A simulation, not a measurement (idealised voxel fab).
process module | voxel self aligned vias
cross-section cut | 300 nm wide | cells 5 nm
A cross-section is a grid of square cells, given in bands from the top down. A band is one or more rows of cells.
Each band's line starts with the height of the band's top and of its bottom, in nm. Then come its materials from left to right, each with its width in nm. One material with "throughout" fills the band from edge to edge. "air" is empty space.
Height 0 is the level under which the wafer as received is all one material. The lowest band goes on downwards, as in "0 down".
A width such as "30 to 40" changes by the same amount from each row of cells to the next, from the band's top row to its bottom row.
"no change" after a step means that no cell of the cross-section changed.
closed voids: empty space of 8 cells or more with no open way to the top, each as width x height at its distance from the left edge, in nm
after a step's settings: what the simulator itself notes on the step
overlay nm, on a step with a mask: how far to the right of its planned place the mask lay; to the left if negative
plan
1 op RECEIVE | material Si
2 op CONFORMAL_DEP | material SiO2 | thk nm 10
3 op CONFORMAL_DEP | material SiCN | thk nm 5
4 op DIRECTIONAL_DEP | material SiO2 | thk nm 20
5 op MASKED_ETCH | tone open | mask id LINES | width nm 30 | pitch nm 70 | etch materials SiO2 | depth nm 20 | overlay nm 0
6 op CONFORMAL_DEP | material TiN | thk nm 5
7 op FILL_DEP | material Ru | thk nm 10
8 op CMP | height nm 35
9 op SELECTIVE_ETCH | etch materials W Ru TiN | depth nm 5
10 op FILL_DEP | material SiN | thk nm 10
11 op CMP | height nm 35
12 op DIRECTIONAL_DEP | material SiO2 | thk nm 15
13 op MASKED_ETCH | tone open | mask id VIAS | width nm 50 | etch materials SiO2 | depth nm 15 | overlay nm 0
14 op MASKED_ETCH | tone open | mask id VIAS | width nm 50 | etch materials SiN | depth nm 5 | overlay nm 0
15 op CONFORMAL_DEP | material TiN | thk nm 5
16 op FILL_DEP | material W | thk nm 5
17 op CMP | height nm 50
18 op CONFORMAL_DEP | material SiCN | thk nm 5
as received, after step 1
  0 down: Si throughout
  closed voids: none
a wafer at the end: this start, this plan, one mistake
  55 to 50: SiCN throughout
  50 to 40: SiO2 90 | TiN 5 | W 40 | TiN 5 | SiO2 160
  40 to 35: SiO2 90 | TiN 15 | W 20 | TiN 15 | SiO2 160
  35 to 30: SiO2 100 | TiN 30 | SiO2 40 | SiN 30 | SiO2 100
  30 to 20: SiO2 100 | TiN 5 | Ru 20 | TiN 5 | SiO2 40 | TiN 5 | Ru 20 | TiN 5 | SiO2 100
  20 to 15: SiO2 100 | TiN 30 | SiO2 40 | TiN 30 | SiO2 100
  15 to 5: SiO2 throughout
  5 to 0: SiCN throughout
  0 down: Si throughout
  closed voids: none
what went wrong: steps 2 and 3 were swapped
